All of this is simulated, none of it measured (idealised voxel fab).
The process module presented herein is designated voxel transistor to metal.
This is section cut - it's 280 nm across, gridded in 5 nm square cells.
Cross-section, as written here: a square-cell grid given band by band from the top down, where a band holds one or more rows of cells.
Heights first: top, then bottom, in nm. Then materials, left to right, each with a width in nm. "edge to edge" on a single material: fills the band edge to edge. "empty": empty space.
Counting heights begins at 0, where everything beneath is, in the wafer as received, one material. The lowest band has no bottom; it goes on downwards, as "0 down" shows.
The two numbers in a width such as "30 to 40" mark its ends across the band: the first belongs to the top row of cells, the second to the bottom row, and from each row to the next the width moves by the same amount.
"remained unchanged" after a step means that no cell of the cross-section changed.
Listed in "Entrapped voids": every empty space of 8 or more cells without an open way to the top. Form: width x height at distance, the distance being from the left edge, all in nm.
Post-settings text on a step line: simulator's own remark regarding the step.
"overlay nm" on a masked step: distance the mask lay right of its planned place, negative for left.
-- Process steps - plan
1) RECEIVE, material Si
2) OXIDIZE, depth nm 5
3) CONFORMAL_DEP, material SiN, thk nm 15
4) MASKED_ETCH, tone cover, mask id ACTIVE, width nm 100, pitch nm 130, etch materials SiN, depth nm 15, overlay nm 0
5) MASKED_ETCH, tone cover, mask id ACTIVE, width nm 100, pitch nm 130, etch materials SiO2, depth nm 5, overlay nm 0
6) MASKED_ETCH, tone cover, mask id ACTIVE, width nm 100, pitch nm 130, etch materials Si, depth nm 25, overlay nm 0
7) OXIDIZE, depth nm 5
8) FILL_DEP, material SiO2, thk nm 5
9) CMP, height nm 15
10) SELECTIVE_ETCH, etch materials SiO2, depth nm 15
11) STRIP, etch materials SiN
12) SELECTIVE_ETCH, etch materials SiO2, depth nm 5
13) OXIDIZE, depth nm 5
14) DIRECTIONAL_DEP, material polySi, thk nm 20
15) DIRECTIONAL_DEP, material SiCN, thk nm 10
16) MASKED_ETCH, tone cover, mask id GATE, width nm 20, pitch nm 130, etch materials SiCN, depth nm 20, overlay nm 0
17) MASKED_ETCH, tone cover, mask id GATE, width nm 20, pitch nm 130, etch materials polySi, depth nm 30, overlay nm 0
18) CONFORMAL_DEP, material SiN, thk nm 5
19) DIRECTIONAL_ETCH, etch materials SiN, depth nm 5
20) DIRECTIONAL_ETCH, etch materials SiO2, depth nm 5
21) EPI, material pSi, thk nm 5
22) FILL_DEP, material SiO2, thk nm 10
23) CMP, height nm 25
24) DIRECTIONAL_DEP, material SiO2, thk nm 10
25) DIRECTIONAL_DEP, material aC, thk nm 15
26) PATTERN, tone open, mask id CONTACT, material resist, width nm 30, thk nm 30, overlay nm 0
27) DIRECTIONAL_ETCH, etch materials aC, depth nm 15
28) STRIP, etch materials resist
29) DIRECTIONAL_ETCH, etch materials SiO2, depth nm 40
30) STRIP, etch materials aC
31) CONFORMAL_DEP, material TiN, thk nm 5
32) FILL_DEP, material W, thk nm 10
33) CMP, height nm 35
34) CONFORMAL_DEP, material SiN, thk nm 5
35) DIRECTIONAL_DEP, material SiO2, thk nm 15
36) DIRECTIONAL_DEP, material aC, thk nm 10
37) PATTERN, tone open, mask id METAL_1, material resist, width nm 15, thk nm 30, overlay nm 0
38) DIRECTIONAL_ETCH, etch materials aC, depth nm 10
39) STRIP, etch materials resist
40) DIRECTIONAL_ETCH, etch materials SiO2, depth nm 5
41) DIRECTIONAL_ETCH, etch materials SiN, depth nm 5
42) STRIP, etch materials aC
43) CONFORMAL_DEP, material TiN, thk nm 5
44) FILL_DEP, material Cu, thk nm 10
45) CMP, height nm 55
46) CONFORMAL_DEP, material SiN, thk nm 5
Where the wafers of this document differ is in the depth nm of step 40; they start out the same, and the plan states the value that applied to the first wafer.
-- First of several wafers, received after step 1, in cross-section
	0 down | Si edge to edge
	Entrapped voids: none
-- Table: wafers, a row each; end-of-module cell change per material since receipt, gain (+), loss (-); then closed voids
depth nm 5; -212 Si; +16 SiCN; +136 SiN; +468 SiO2; +92 TiN; +112 W; +28 pSi; +32 polySi; Entrapped voids: none
depth nm 10; +4 Cu; -212 Si; +16 SiCN; +136 SiN; +456 SiO2; +100 TiN; +112 W; +28 pSi; +32 polySi; Entrapped voids: none
depth nm 15; +12 Cu; -212 Si; +16 SiCN; +124 SiN; +444 SiO2; +116 TiN; +112 W; +28 pSi; +32 polySi; Entrapped voids: none
depth nm 20; +12 Cu; -212 Si; +16 SiCN; +124 SiN; +444 SiO2; +116 TiN; +112 W; +28 pSi; +32 polySi; Entrapped voids: none
depth nm 25; +12 Cu; -212 Si; +16 SiCN; +124 SiN; +444 SiO2; +116 TiN; +112 W; +28 pSi; +32 polySi; Entrapped voids: none
depth nm 30; +12 Cu; -212 Si; +16 SiCN; +124 SiN; +444 SiO2; +116 TiN; +112 W; +28 pSi; +32 polySi; Entrapped voids: none
